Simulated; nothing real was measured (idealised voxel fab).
Name of the process module below: voxel fin reveal
220 nm wide, 5 nm square cells: that's cross-section cut.
Bands, listed from the top down, are how a cross-section gets written in this document; the cross-section itself is a grid of square cells, and a band is one or more rows of them. Read a band's entry like this: the first values are the height of its top and the height of its bottom in nm, and what follows is the sequence of materials from left to right, each with its width in nm. Note that "air" is empty space, and that a single material marked "all across" reaches across the band from edge to edge. For the purposes of this specification, 0 denotes the height below which the wafer in its as-received condition is composed wholly of one material, and the lowermost band, lacking a lower limit, extends downward without end, as expressed in "0 nm and below". Graded width ("30 to 40"): value in top row of band = first number; value in bottom row = second number; row-to-row change constant. Any step labelled "nothing different" changed none of the cells in the cross-section. Entry "Sealed void inventory". Content: empty spaces with no open connection to the top, size 8 cells or greater. Each: width x height at distance. Distance: from left edge. Unit: nm. The remark found on a step's line after its settings is issued by the simulator itself and pertains to that step. The "overlay nm" setting may appear on a step's line; for a step that uses a mask, it gives how far to the right of its planned position the mask lay, and a negative value indicates the left.

Listed below are the process steps as planned
1,RECEIVE, material Si
2,CONFORMAL_DEP, material SiN, thk nm 10
3,MASKED_ETCH, tone cover, mask id FINS, width nm 15, pitch nm 35, etch materials SiN, depth nm 10, overlay nm 0
4,MASKED_ETCH, tone cover, mask id FINS, width nm 15, pitch nm 35, etch materials Si, depth nm 40, overlay nm 0
5,OXIDIZE, depth nm 5
6,FILL_DEP, material SiO2, thk nm 15
7,CMP, height nm 10
8,SELECTIVE_ETCH, etch materials SiO2, depth nm 30
9,STRIP, etch materials SiN

Here's what the wafer looked like in cross-section when it arrived - that's after step 1
- 0 nm and below = Si all across
- Sealed void inventory: none

Wafer at module end, in section. Began as above, planned as above, run with one mistake
- 0 nm to -5 nm = air 70 | Si 5 | air 30 | Si 5 | air 30 | Si 5 | air 75
- -5 nm to -20 nm = air 70 | Si 15 | air 20 | Si 15 | air 20 | Si 15 | air 65
- -20 nm to -45 nm = SiO2 70 | Si 15 | SiO2 20 | Si 15 | SiO2 20 | Si 15 | SiO2 65
- -45 nm and below = Si all across
- Sealed void inventory: none
So what did we get wrong on this run? planned and actual differ for step 4; actual: MASKED_ETCH, tone cover, mask id FINS, width nm 15, pitch nm 35, etch materials Si, depth nm 40, overlay nm 10
